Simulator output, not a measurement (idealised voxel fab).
process module | voxel transistor to metal
cross-section cut | 290 nm wide | cells 5 nm
A cross-section is a grid of square cells, given in bands from the top down. A band is one or more rows of cells.
Each band's line starts with the height of the band's top and of its bottom, in nm. Then come its materials from left to right, each with its width in nm. One material with "throughout" fills the band from edge to edge. "air" is empty space.
Height 0 is the level under which the wafer as received is all one material. The lowest band goes on downwards, as in "0 down".
A width such as "30 to 40" changes by the same amount from each row of cells to the next, from the band's top row to its bottom row.
"no change" after a step means that no cell of the cross-section changed.
closed voids: empty space of 8 cells or more with no open way to the top, each as width x height at its distance from the left edge, in nm
after a step's settings: what the simulator itself notes on the step
overlay nm, on a step with a mask: how far to the right of its planned place the mask lay; to the left if negative
plan
1 op RECEIVE | material Si
2 op OXIDIZE | depth nm 5
3 op CONFORMAL_DEP | material SiN | thk nm 10
4 op PATTERN | tone cover | mask id ACTIVE | material resist | width nm 115 | pitch nm 140 | thk nm 15 | overlay nm 0
5 op DIRECTIONAL_ETCH | etch materials SiN | depth nm 10
6 op DIRECTIONAL_ETCH | etch materials SiO2 | depth nm 5
7 op DIRECTIONAL_ETCH | etch materials Si | depth nm 20
8 op STRIP | etch materials resist
9 op FILL_DEP | material SiO2 | thk nm 10
10 op CMP | height nm 10
11 op SELECTIVE_ETCH | etch materials SiO2 | depth nm 5
12 op STRIP | etch materials SiN
13 op SELECTIVE_ETCH | etch materials SiO2 | depth nm 5
14 op OXIDIZE | depth nm 5
15 op DIRECTIONAL_DEP | material polySi | thk nm 30
16 op DIRECTIONAL_DEP | material SiCN | thk nm 15
17 op DIRECTIONAL_DEP | material aC | thk nm 10
18 op PATTERN | tone cover | mask id GATE | material resist | width nm 25 | pitch nm 140 | thk nm 25 | overlay nm 0
19 op DIRECTIONAL_ETCH | etch materials aC | depth nm 10
20 op STRIP | etch materials resist
21 op DIRECTIONAL_ETCH | etch materials SiCN | depth nm 25
22 op DIRECTIONAL_ETCH | etch materials polySi | depth nm 40
23 op STRIP | etch materials aC
24 op CONFORMAL_DEP | material SiO2 | thk nm 5
25 op DIRECTIONAL_ETCH | etch materials SiO2 | depth nm 5
26 op CONFORMAL_DEP | material SiN | thk nm 10
27 op DIRECTIONAL_ETCH | etch materials SiN | depth nm 10
28 op DIRECTIONAL_ETCH | etch materials SiO2 | depth nm 5
29 op DIRECTIONAL_ETCH | etch materials Si | depth nm 15
30 op EPI | material SiGe | thk nm 15
31 op FILL_DEP | material SiO2 | thk nm 5
32 op CMP | height nm 40
33 op DIRECTIONAL_DEP | material SiO2 | thk nm 15
34 op MASKED_ETCH | tone open | mask id CONTACT | width nm 30 | etch materials SiO2 | depth nm 50 | overlay nm -10
35 op CONFORMAL_DEP | material TiN | thk nm 5
36 op FILL_DEP | material W | thk nm 5
37 op CMP | height nm 55
38 op CONFORMAL_DEP | material SiN | thk nm 5
39 op DIRECTIONAL_DEP | material lowk | thk nm 15
40 op MASKED_ETCH | tone open | mask id METAL_1 | width nm 20 | etch materials lowk | depth nm 15 | overlay nm 0
41 op MASKED_ETCH | tone open | mask id METAL_1 | width nm 20 | etch materials SiN | depth nm 5 | overlay nm 0
42 op CONFORMAL_DEP | material TiN | thk nm 5
43 op FILL_DEP | material Cu | thk nm 10
44 op CMP | height nm 75
45 op EPI | material Ru | thk nm 5
46 op FILL_DEP | material SiCN | thk nm 5
varied across the wafers: overlay nm of step 34. The plan shows the first wafer's value. All wafers start alike
first wafer as received, after step 1
  0 down: Si throughout
  closed voids: none
first wafer at the end, after step 46
  85 to 80: SiCN throughout
  80 to 75: SiCN 20 | Ru 30 | SiCN 45 | Ru 30 | SiCN 35 | Ru 30 | SiCN 45 | Ru 30 | SiCN 25
  75 to 60: lowk 25 | TiN 5 | Cu 10 | TiN 5 | lowk 55 | TiN 5 | Cu 10 | TiN 5 | lowk 45 | TiN 5 | Cu 10 | TiN 5 | lowk 55 | TiN 5 | Cu 10 | TiN 5 | lowk 30
  60 to 55: SiN 25 | TiN 20 | SiN 55 | TiN 20 | SiN 45 | TiN 20 | SiN 55 | TiN 20 | SiN 30
  55 to 45: SiO2 15 | TiN 5 | W 20 | TiN 5 | SiO2 35 | TiN 5 | W 20 | TiN 5 | SiO2 45 | TiN 5 | W 20 | TiN 5 | SiO2 35 | TiN 5 | W 20 | TiN 5 | SiO2 40
  45 to 40: SiO2 15 | TiN 5 | W 20 | TiN 5 | SiO2 35 | TiN 30 | SiO2 45 | TiN 5 | W 20 | TiN 5 | SiO2 35 | TiN 30 | SiO2 40
  40 to 25: SiO2 15 | TiN 5 | W 20 | TiN 5 | SiN 10 | SiO2 5 | SiCN 25 | TiN 5 | SiN 10 | TiN 10 | SiO2 45 | TiN 5 | W 20 | TiN 5 | SiN 10 | SiO2 5 | SiCN 25 | TiN 5 | SiN 10 | TiN 10 | SiO2 40
  25 to 10: SiO2 15 | TiN 5 | W 20 | TiN 5 | SiN 10 | SiO2 5 | polySi 25 | TiN 5 | SiN 10 | TiN 10 | SiO2 45 | TiN 5 | W 20 | TiN 5 | SiN 10 | SiO2 5 | polySi 25 | TiN 5 | SiN 10 | TiN 10 | SiO2 40
  10 to 5: SiO2 15 | TiN 30 | SiN 10 | SiO2 5 | polySi 25 | TiN 5 | SiN 10 | TiN 10 | SiO2 45 | TiN 30 | SiN 10 | SiO2 5 | polySi 25 | TiN 5 | SiN 10 | TiN 10 | SiO2 40
  5 to 0: SiO2 20 | SiGe 25 | SiN 10 | SiO2 5 | polySi 25 | SiO2 5 | SiN 10 | SiGe 25 | SiO2 35 | SiGe 25 | SiN 10 | SiO2 5 | polySi 25 | SiO2 5 | SiN 10 | SiGe 25 | SiO2 25
  0 to -5: SiO2 15 | SiN 10 | SiGe 20 | SiN 10 | SiO2 5 | polySi 25 | SiO2 5 | SiN 10 | SiGe 20 | SiN 10 | SiO2 25 | SiN 10 | SiGe 20 | SiN 10 | SiO2 5 | polySi 25 | SiO2 5 | SiN 10 | SiGe 20 | SiN 10 | SiO2 20
  -5 to -10: SiO2 25 | SiGe 20 | SiO2 55 | SiGe 20 | SiO2 45 | SiGe 20 | SiO2 55 | SiGe 20 | SiO2 30
  -10 to -25: SiO2 15 | Si 10 | SiGe 20 | Si 55 | SiGe 20 | Si 10 | SiO2 25 | Si 10 | SiGe 20 | Si 55 | SiGe 20 | Si 10 | SiO2 20
  -25 down: Si throughout
  closed voids: none
last wafer at the end
  85 to 80: SiCN throughout
  80 to 75: SiCN 20 | Ru 30 | SiCN 45 | Ru 30 | SiCN 35 | Ru 30 | SiCN 45 | Ru 30 | SiCN 25
  75 to 60: lowk 25 | TiN 5 | Cu 10 | TiN 5 | lowk 55 | TiN 5 | Cu 10 | TiN 5 | lowk 45 | TiN 5 | Cu 10 | TiN 5 | lowk 55 | TiN 5 | Cu 10 | TiN 5 | lowk 30
  60 to 55: SiN 25 | TiN 20 | SiN 55 | TiN 20 | SiN 45 | TiN 20 | SiN 55 | TiN 20 | SiN 30
  55 to 45: SiO2 40 | TiN 5 | W 20 | TiN 5 | SiO2 35 | TiN 5 | W 20 | TiN 5 | SiO2 45 | TiN 5 | W 20 | TiN 5 | SiO2 35 | TiN 5 | W 20 | TiN 5 | SiO2 15
  45 to 40: SiO2 40 | TiN 30 | SiO2 35 | TiN 5 | W 20 | TiN 5 | SiO2 45 | TiN 30 | SiO2 35 | TiN 5 | W 20 | TiN 5 | SiO2 15
  40 to 25: SiO2 40 | TiN 5 | SiN 10 | TiN 5 | SiCN 25 | SiO2 5 | SiN 10 | SiO2 5 | TiN 5 | W 20 | TiN 5 | SiO2 45 | TiN 5 | SiN 10 | TiN 5 | SiCN 25 | SiO2 5 | SiN 10 | SiO2 5 | TiN 5 | W 20 | TiN 5 | SiO2 15
  25 to 10: SiO2 40 | TiN 5 | SiN 10 | TiN 5 | polySi 25 | SiO2 5 | SiN 10 | SiO2 5 | TiN 5 | W 20 | TiN 5 | SiO2 45 | TiN 5 | SiN 10 | TiN 5 | polySi 25 | SiO2 5 | SiN 10 | SiO2 5 | TiN 5 | W 20 | TiN 5 | SiO2 15
  10 to 5: SiO2 40 | TiN 5 | SiN 10 | TiN 5 | polySi 25 | SiO2 5 | SiN 10 | SiO2 5 | TiN 30 | SiO2 45 | TiN 5 | SiN 10 | TiN 5 | polySi 25 | SiO2 5 | SiN 10 | SiO2 5 | TiN 30 | SiO2 15
  5 to 0: SiO2 20 | SiGe 25 | SiN 10 | SiO2 5 | polySi 25 | SiO2 5 | SiN 10 | SiGe 25 | SiO2 35 | SiGe 25 | SiN 10 | SiO2 5 | polySi 25 | SiO2 5 | SiN 10 | SiGe 25 | SiO2 25
  0 to -5: SiO2 15 | SiN 10 | SiGe 20 | SiN 10 | SiO2 5 | polySi 25 | SiO2 5 | SiN 10 | SiGe 20 | SiN 10 | SiO2 25 | SiN 10 | SiGe 20 | SiN 10 | SiO2 5 | polySi 25 | SiO2 5 | SiN 10 | SiGe 20 | SiN 10 | SiO2 20
  -5 to -10: SiO2 25 | SiGe 20 | SiO2 55 | SiGe 20 | SiO2 45 | SiGe 20 | SiO2 55 | SiGe 20 | SiO2 30
  -10 to -25: SiO2 15 | Si 10 | SiGe 20 | Si 55 | SiGe 20 | Si 10 | SiO2 25 | Si 10 | SiGe 20 | Si 55 | SiGe 20 | Si 10 | SiO2 20
  -25 down: Si throughout
  closed voids: none
each wafer at the end: cells of each material gained (+) or lost (-) since it was received, then its closed voids
overlay nm -10 | +24 Cu | +24 Ru | -200 Si | +122 SiCN | +100 SiGe | +122 SiN | +370 SiO2 | +150 TiN | +88 W | +126 lowk | +60 polySi | closed voids: none
overlay nm -5 | +24 Cu | +24 Ru | -200 Si | +122 SiCN | +100 SiGe | +122 SiN | +370 SiO2 | +150 TiN | +88 W | +126 lowk | +60 polySi | closed voids: none
overlay nm 0 | +24 Cu | +24 Ru | -200 Si | +122 SiCN | +100 SiGe | +122 SiN | +384 SiO2 | +136 TiN | +88 W | +126 lowk | +60 polySi | closed voids: none
overlay nm 5 | +24 Cu | +24 Ru | -200 Si | +122 SiCN | +100 SiGe | +122 SiN | +370 SiO2 | +150 TiN | +88 W | +126 lowk | +60 polySi | closed voids: none
overlay nm 10 | +24 Cu | +24 Ru | -200 Si | +122 SiCN | +100 SiGe | +122 SiN | +370 SiO2 | +150 TiN | +88 W | +126 lowk | +60 polySi | closed voids: none
overlay nm 15 | +24 Cu | +24 Ru | -200 Si | +122 SiCN | +100 SiGe | +122 SiN | +384 SiO2 | +136 TiN | +88 W | +126 lowk | +60 polySi | closed voids: none
